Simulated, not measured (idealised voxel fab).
process module | voxel quadruple lines
The cross-section on display is named cut; it measures 260 nm wide, and its cells are 5 nm squares.
Notation: cross-section as square-cell grid; stated in bands, top first, going down; one or more cell rows per band. Band: top height; bottom height; in nm. Then, left to right: material with width in nm, for each material. "full width": a single material spanning edge to edge. "empty": empty space. It should be noted that heights are counted from 0, beneath which the wafer as supplied is of one material throughout, and that the lowest band possesses no lower boundary but continues downward, as written in "0 down". The expression "30..40" gives the width at the extremes of the band, the first number at its top row of cells and the second at its bottom row, with the width changing by equal amounts from each row to the next in between. Basically "all unchanged" means that step didn't change any cell in the cross-section. Closed-off voids of 8+ cells (no open route to the top) go in "Fully enclosed voids", written width x height at distance from the left edge, in nm. That trailing text on a step's line, after the settings, is the simulator's own remark on the step. The optional step-line setting "overlay nm" applies to steps with a mask and quantifies how far to the right of its planned location the mask lay, a negative value indicating leftward placement.
## Process steps (planned)
1. op RECEIVE | material Si
2. op CONFORMAL_DEP | material Al2O3 | thk nm 5
3. op DIRECTIONAL_DEP | material Ru | thk nm 10
4. op DIRECTIONAL_DEP | material polySi | thk nm 15
5. op DIRECTIONAL_DEP | material aC | thk nm 25
6. op PATTERN | tone cover | mask id MANDREL | material resist | width nm 30 | pitch nm 80 | thk nm 35 | overlay nm 0
7. op DIRECTIONAL_ETCH | etch materials aC | depth nm 25
8. op STRIP | etch materials resist
9. op CONFORMAL_DEP | material SiO2 | thk nm 10
10. op DIRECTIONAL_ETCH | etch materials SiO2 | depth nm 10
11. op STRIP | etch materials aC
12. op DIRECTIONAL_ETCH | etch materials polySi | depth nm 15
13. op STRIP | etch materials SiO2
14. op CONFORMAL_DEP | material SiCN | thk nm 10
15. op DIRECTIONAL_ETCH | etch materials SiCN | depth nm 10
16. op STRIP | etch materials polySi
17. op DIRECTIONAL_ETCH | etch materials Ru | depth nm 10
18. op STRIP | etch materials SiCN
## Received-state cross-section, reflecting completion of step 1
- 0 down: Si full width
- Fully enclosed voids: none
## Cross-section, first of two wafers, end of module, run as planned
- 15 to 5: empty: 55; Ru: 10; empty: 10; Ru: 10; empty: 10; Ru: 10; empty: 10; Ru: 10; empty: 10; Ru: 10; empty: 10; Ru: 10; empty: 10; Ru: 10; empty: 10; Ru: 10; empty: 55
- 5 to 0: Al2O3 full width
- 0 down: Si full width
- Fully enclosed voids: none
## Cross-sectional view: second of two wafers, end of module; start and plan identical to the first, one mistake in running
- 15 to 5: empty: 55; Ru: 10; empty: 10; Ru: 10; empty: 15; Ru: 10; empty: 10; Ru: 10; empty: 5; Ru: 10; empty: 10; Ru: 10; empty: 15; Ru: 10; empty: 10; Ru: 10; empty: 50
- 5 to 0: Al2O3 full width
- 0 down: Si full width
- Fully enclosed voids: none
Want to know what went wrong? step 6 was processed under conditions differing from the plan, specifically as op PATTERN | tone cover | mask id MANDREL | material resist | width nm 35 | pitch nm 80 | thk nm 35 | overlay nm 0
Final wafers compared: equal cell tally per material, rearranged layout.
